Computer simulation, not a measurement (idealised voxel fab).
process module | voxel self aligned contacts
Section shown: cut. Width: 175 nm. Cell size: 5 nm, square.
Format of a cross-section: grid, square cells. Given as bands. Order: top down. Band: one or more rows of cells. Band entry format. Leading values: height of top, height of bottom, nm. Remainder: materials in left-to-right order, each with its width in nm. Special words: "edge to edge" on a single material, which then fills the band edge to edge; "blank", empty space. It should be noted that heights are counted from 0, beneath which the wafer as supplied is of one material throughout, and that the lowest band possesses no lower boundary but continues downward, as written in "z 0 and below". When a width is written as two numbers, as in "30 to 40", the first number is the width in the top row of cells of the band and the second is the width in its bottom row, and the width changes by the same amount from each row to the next. What does "no alterations made" mean for a step? It means no cell of the cross-section changed in that step. If an empty space has no open way to the top and is at least 8 cells in size, "Closed-off voids" lists it, written width x height at distance, where distance is measured from the left edge and every value is in nm. Note: text after step settings on the step line = simulator remark on that step. overlay nm: mask offset rightward from planned place, masked step; negative means leftward offset.
Planned process steps
- 1: op RECEIVE | material Si
- 2: op CONFORMAL_DEP | material SiO2 | thk nm 5
- 3: op DIRECTIONAL_DEP | material polySi | thk nm 25
- 4: op DIRECTIONAL_DEP | material SiN | thk nm 25
- 5: op MASKED_ETCH | tone cover | mask id GATE | width nm 30 | pitch nm 65 | etch materials SiN | depth nm 25 | overlay nm 0
- 6: op MASKED_ETCH | tone cover | mask id GATE | width nm 30 | pitch nm 65 | etch materials polySi | depth nm 25 | overlay nm 0
- 7: op CONFORMAL_DEP | material SiN | thk nm 5
- 8: op DIRECTIONAL_ETCH | etch materials SiN | depth nm 10
- 9: op FILL_DEP | material SiO2 | thk nm 10
- 10: op CMP | height nm 60
- 11: op MASKED_ETCH | tone open | mask id CONTACT | width nm 45 | etch materials SiO2 | depth nm 60 | overlay nm 0
- 12: op CONFORMAL_DEP | material TiN | thk nm 5
- 13: op FILL_DEP | material W | thk nm 5
- 14: op CMP | height nm 60
- 15: op CONFORMAL_DEP | material SiN | thk nm 5
Variable across wafers: step 7 thk nm (plan value is that of the first wafer; starting state common to all).
As received, i.e. after step 1: cross-section through the first of several wafers
> z 0 and below: Si edge to edge
> Closed-off voids: none
End of module, by wafer: material-by-material cell gain (+) or loss (-) since receipt, then closed voids
thk nm 5, +119 SiN, +208 SiO2, +31 TiN, +37 W, +60 polySi, Closed-off voids: none
thk nm 10, +175 SiN, +178 SiO2, +31 TiN, +11 W, +60 polySi, Closed-off voids: none
thk nm 15, +250 SiN, +135 SiO2, +10 TiN, +60 polySi, Closed-off voids: none
thk nm 20, +288 SiN, +107 SiO2, +60 polySi, Closed-off voids: none
thk nm 25, +312 SiN, +83 SiO2, +60 polySi, Closed-off voids: none
